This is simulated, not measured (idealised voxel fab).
Title: Process Module voxel spacer lines
For reference, the cross-section in this document is cut, with width 300 nm and square cells of 5 nm.
For the purposes of this document, a cross-section shall be understood as a grid of square cells, specified as bands listed in top-to-bottom order, each band consisting of one or more rows of cells. It is stipulated that each band's entry specify, in nanometres, the height of the top of the band and then that of its bottom, followed by the materials of the band in left-to-right sequence, each together with its width in nanometres. A single material marked by the word "full width" is understood to fill the band from edge to edge; the word "air" is understood to denote empty space. Height reference: 0 = level under which incoming wafer is all one material. Lowest band: no bottom, runs on downward, e.g. "top 0, no bottom". Think of "30->40" as a width that walks from the first number to the second as you go down the band, top row to bottom row, taking equal-sized steps from row to row. Take "no modification" at face value: in the step it is given for, the cross-section changed in none of its cells. "Closed internal voids" specifies each empty space that is not open to the top and that occupies no fewer than 8 cells, using the form width x height at distance, the distance measured from the left edge and all three quantities in nm. Step line, after settings: the simulator's comment on this step. On any step carrying a mask, the "overlay nm" setting, if present on the step's line, tells how far right of its planned place the mask lay; negative values point to the left.
Process steps foreseen in the plan:
1) RECEIVE, material Si
2) CONFORMAL_DEP, material Al2O3, thk nm 10
3) DIRECTIONAL_DEP, material W, thk nm 15
4) DIRECTIONAL_DEP, material polySi, thk nm 25
5) PATTERN, tone cover, mask id MANDREL, material resist, width nm 15, pitch nm 50, thk nm 30, overlay nm 0
6) DIRECTIONAL_ETCH, etch materials polySi, depth nm 25
7) STRIP, etch materials resist
8) CONFORMAL_DEP, material SiO2, thk nm 10
9) DIRECTIONAL_ETCH, etch materials SiO2, depth nm 10
10) STRIP, etch materials polySi
11) DIRECTIONAL_ETCH, etch materials W, depth nm 15
12) STRIP, etch materials SiO2
13) FILL_DEP, material SiO2, thk nm 5
14) CMP, height nm 25
As-received state of the wafer in cross-section, equivalent to post-step 1:
top 0, no bottom: Si full width
Closed internal voids: none
Cross-section, first of two wafers, end of module, run as planned:
top 25, bottom 10: SiO2 (105), then W (10), then SiO2 (15), then W (10), then SiO2 (15), then W (10), then SiO2 (15), then W (10), then SiO2 (110)
top 10, bottom 0: Al2O3 full width
top 0, no bottom: Si full width
Closed internal voids: none
Module end: cross-section of wafer two of two. Same start and process plan as the first wafer. One mistake during execution:
top 25, bottom 10: SiO2 (105), then W (10), then SiO2 (20), then W (10), then SiO2 (10), then W (10), then SiO2 (20), then W (10), then SiO2 (105)
top 10, bottom 0: Al2O3 full width
top 0, no bottom: Si full width
Closed internal voids: none
Here's what went sideways: off-plan run, step 5, actual operation and settings PATTERN, tone cover, mask id MANDREL, material resist, width nm 20, pitch nm 50, thk nm 30, overlay nm 0
at the end the second wafer has, in cells: as many of each material as the first, in other places
